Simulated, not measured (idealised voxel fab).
Name of the process module below: voxel double patterning
Displayed cross-section: cut, width of 270 nm, square cells sized 5 nm.
Throughout this document, each cross-section is represented as a grid of square cells and is presented as a sequence of bands enumerated from the top downward, where a band comprises one or more rows of cells. Band: top and bottom heights (nm) first, top before bottom; then materials from left to right, widths in nm. "throughout" marks a sole material filling the band edge to edge. "empty" denotes empty space. Beneath 0, the wafer as received is one material, and that level is where height counting begins. The lowest band goes on downward without a bottom; it is written like "from 0 down". Note: "30->40" means the width goes from the first number (top row of the band) to the second number (bottom row) in equal steps per row of cells. Given "nothing got changed" for a step, no cell of the cross-section differs between before and after that step. Listed in "Closed internal cavities": every empty space of 8 or more cells without an open way to the top. Form: width x height at distance, the distance being from the left edge, all in nm. It should be noted that, on the line of a given step, the content following the step's settings is a remark produced by the simulator itself with respect to that step. Each step line may optionally specify "overlay nm", which for a step with a mask gives the rightward distance between the mask's planned place and where it lay, a negative value indicating the leftward direction.

**Below is the list of planned process steps**
step 1: RECEIVE with material Si
step 2: CONFORMAL_DEP with material SiO2, thk nm 10
step 3: DIRECTIONAL_DEP with material TiN, thk nm 20
step 4: DIRECTIONAL_DEP with material SiN, thk nm 5
step 5: DIRECTIONAL_DEP with material aC, thk nm 10
step 6: PATTERN with tone open, mask id FIRST, material resist, width nm 15, pitch nm 50, thk nm 30, overlay nm 0
step 7: DIRECTIONAL_ETCH with etch materials aC, depth nm 10
step 8: STRIP with etch materials resist
step 9: DIRECTIONAL_ETCH with etch materials SiN, depth nm 5
step 10: STRIP with etch materials aC
step 11: DIRECTIONAL_DEP with material aC, thk nm 10
step 12: PATTERN with tone open, mask id SECOND, material resist, width nm 15, pitch nm 50, thk nm 30, overlay nm 0
step 13: DIRECTIONAL_ETCH with etch materials aC, depth nm 10
step 14: STRIP with etch materials resist
step 15: DIRECTIONAL_ETCH with etch materials SiN, depth nm 5
step 16: STRIP with etch materials aC
step 17: DIRECTIONAL_ETCH with etch materials TiN, depth nm 20
step 18: STRIP with etch materials SiN

**So this is the incoming wafer in cross-section - it's already been through step 1**
- from 0 down | Si throughout
- Closed internal cavities: none

**As-planned run: cross-section of the first of two wafers at end of module**
- from 30 to 10 | 75 of TiN | 15 of empty | 10 of TiN | 15 of empty | 10 of TiN | 15 of empty | 10 of TiN | 15 of empty | 10 of TiN | 15 of empty | 80 of TiN
- from 10 to 0 | SiO2 throughout
- from 0 down | Si throughout
- Closed internal cavities: none

**Presented here is a cross-section of the second of the two wafers as it stood at the end of the module. It was started in the same manner and assigned the same plan as the first wafer; however, one mistake was made in its execution**
- from 25 to 10 | 75 of TiN | 15 of empty | 10 of TiN | 15 of empty | 10 of TiN | 15 of empty | 10 of TiN | 15 of empty | 10 of TiN | 15 of empty | 80 of TiN
- from 10 to 0 | SiO2 throughout
- from 0 down | Si throughout
- Closed internal cavities: none
What broke from the plan during processing? step 3 was not run as planned; what actually ran was DIRECTIONAL_DEP with material TiN, thk nm 15
Heads up, by the end the second wafer has more or fewer cells of some materials compared to the first: -39 TiN
